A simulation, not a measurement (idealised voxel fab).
process module | voxel capacitor over wiring
cross-section cut | 140 nm wide | cells 5 nm
A cross-section is a grid of square cells, given in bands from the top down. A band is one or more rows of cells.
Each band's line starts with the height of the band's top and of its bottom, in nm. Then come its materials from left to right, each with its width in nm. One material with "throughout" fills the band from edge to edge. "air" is empty space.
Height 0 is the level under which the wafer as received is all one material. The lowest band goes on downwards, as in "0 down".
A width such as "30 to 40" changes by the same amount from each row of cells to the next, from the band's top row to its bottom row.
"no change" after a step means that no cell of the cross-section changed.
closed voids: empty space of 8 cells or more with no open way to the top, each as width x height at its distance from the left edge, in nm
after a step's settings: what the simulator itself notes on the step
overlay nm, on a step with a mask: how far to the right of its planned place the mask lay; to the left if negative
plan
1 op RECEIVE | material Si
2 op CONFORMAL_DEP | material SiO2 | thk nm 15
3 op DIRECTIONAL_DEP | material TiN | thk nm 5
4 op DIRECTIONAL_DEP | material W | thk nm 25
5 op MASKED_ETCH | tone cover | mask id METAL_1 | width nm 20 | pitch nm 75 | etch materials W | depth nm 25 | overlay nm 0
6 op MASKED_ETCH | tone cover | mask id METAL_1 | width nm 20 | pitch nm 75 | etch materials TiN | depth nm 5 | overlay nm 0
7 op FILL_DEP | material lowk | thk nm 5
8 op CMP | height nm 45
9 op CONFORMAL_DEP | material SiCN | thk nm 5
10 op DIRECTIONAL_DEP | material lowk | thk nm 15
11 op PATTERN | tone open | mask id PLUG_1 | material resist | width nm 15 | thk nm 20 | overlay nm 0
12 op DIRECTIONAL_ETCH | etch materials lowk | depth nm 15
13 op DIRECTIONAL_ETCH | etch materials SiCN | depth nm 5
14 op STRIP | etch materials resist
15 op EPI | material Ru | thk nm 10
16 op EPI | material Ru | thk nm 10
17 op DIRECTIONAL_DEP | material TiN | thk nm 5
18 op DIRECTIONAL_DEP | material SiN | thk nm 5
19 op DIRECTIONAL_DEP | material TiN | thk nm 10
20 op PATTERN | tone cover | mask id UPPER_PLATE | material resist | width nm 60 | thk nm 20 | overlay nm 0
21 op DIRECTIONAL_ETCH | etch materials TiN | depth nm 10
22 op DIRECTIONAL_ETCH | etch materials SiN | depth nm 5
23 op STRIP | etch materials resist
24 op DIRECTIONAL_DEP | material aC | thk nm 10
25 op PATTERN | tone cover | mask id LOWER_PLATE | material resist | width nm 70 | thk nm 30 | overlay nm 0
26 op DIRECTIONAL_ETCH | etch materials aC | depth nm 10
27 op STRIP | etch materials resist
28 op DIRECTIONAL_ETCH | etch materials TiN | depth nm 5
29 op STRIP | etch materials aC
30 op FILL_DEP | material SiO2 | thk nm 15
31 op CMP | height nm 95
32 op MASKED_ETCH | tone open | mask id PLUG_2 | width nm 15 | etch materials SiO2 | depth nm 10 | overlay nm 0
33 op CONFORMAL_DEP | material TiN | thk nm 5
34 op FILL_DEP | material Cu | thk nm 5
35 op CMP | height nm 95
36 op CONFORMAL_DEP | material SiCN | thk nm 5
varied across the wafers: thk nm of step 17. The plan shows the first wafer's value. All wafers start alike
first wafer as received, after step 1
  0 down: Si throughout
  closed voids: none
first wafer at the end, after step 36
  100 to 95: SiCN throughout
  95 to 90: SiO2 35 | TiN 5 | Cu 5 | TiN 5 | SiO2 90
  90 to 85: SiO2 35 | TiN 15 | SiO2 90
  85 to 75: SiO2 25 | TiN 60 | SiO2 55
  75 to 70: SiO2 25 | SiN 60 | SiO2 55
  70 to 65: SiO2 20 | TiN 70 | SiO2 50
  65 to 50: lowk 25 | Ru 15 | lowk 100
  50 to 45: SiCN 25 | Ru 15 | SiCN 100
  45 to 20: lowk 20 | W 20 | lowk 55 | W 20 | lowk 25
  20 to 15: lowk 20 | TiN 20 | lowk 55 | TiN 20 | lowk 25
  15 to 0: SiO2 throughout
  0 down: Si throughout
  closed voids: none
last wafer at the end
  100 to 95: SiCN throughout
  95 to 90: SiO2 25 | TiN 60 | SiO2 55
  90 to 85: SiO2 25 | SiN 60 | SiO2 55
  85 to 80: SiO2 20 | TiN 70 | SiO2 50
  80 to 65: TiN throughout
  65 to 50: lowk 25 | Ru 15 | lowk 100
  50 to 45: SiCN 25 | Ru 15 | SiCN 100
  45 to 20: lowk 20 | W 20 | lowk 55 | W 20 | lowk 25
  20 to 15: lowk 20 | TiN 20 | lowk 55 | TiN 20 | lowk 25
  15 to 0: SiO2 throughout
  0 down: Si throughout
  closed voids: none
each wafer at the end: cells of each material gained (+) or lost (-) since it was received, then its closed voids
thk nm 5 | +1 Cu | +12 Ru | +53 SiCN | +12 SiN | +196 SiO2 | +51 TiN | +40 W | +195 lowk | closed voids: none
thk nm 10 | +12 Ru | +53 SiCN | +12 SiN | +171 SiO2 | +77 TiN | +40 W | +195 lowk | closed voids: none
thk nm 15 | +12 Ru | +53 SiCN | +12 SiN | +146 SiO2 | +102 TiN | +40 W | +195 lowk | closed voids: none
thk nm 20 | +12 Ru | +53 SiCN | +12 SiN | +130 SiO2 | +118 TiN | +40 W | +195 lowk | closed voids: none
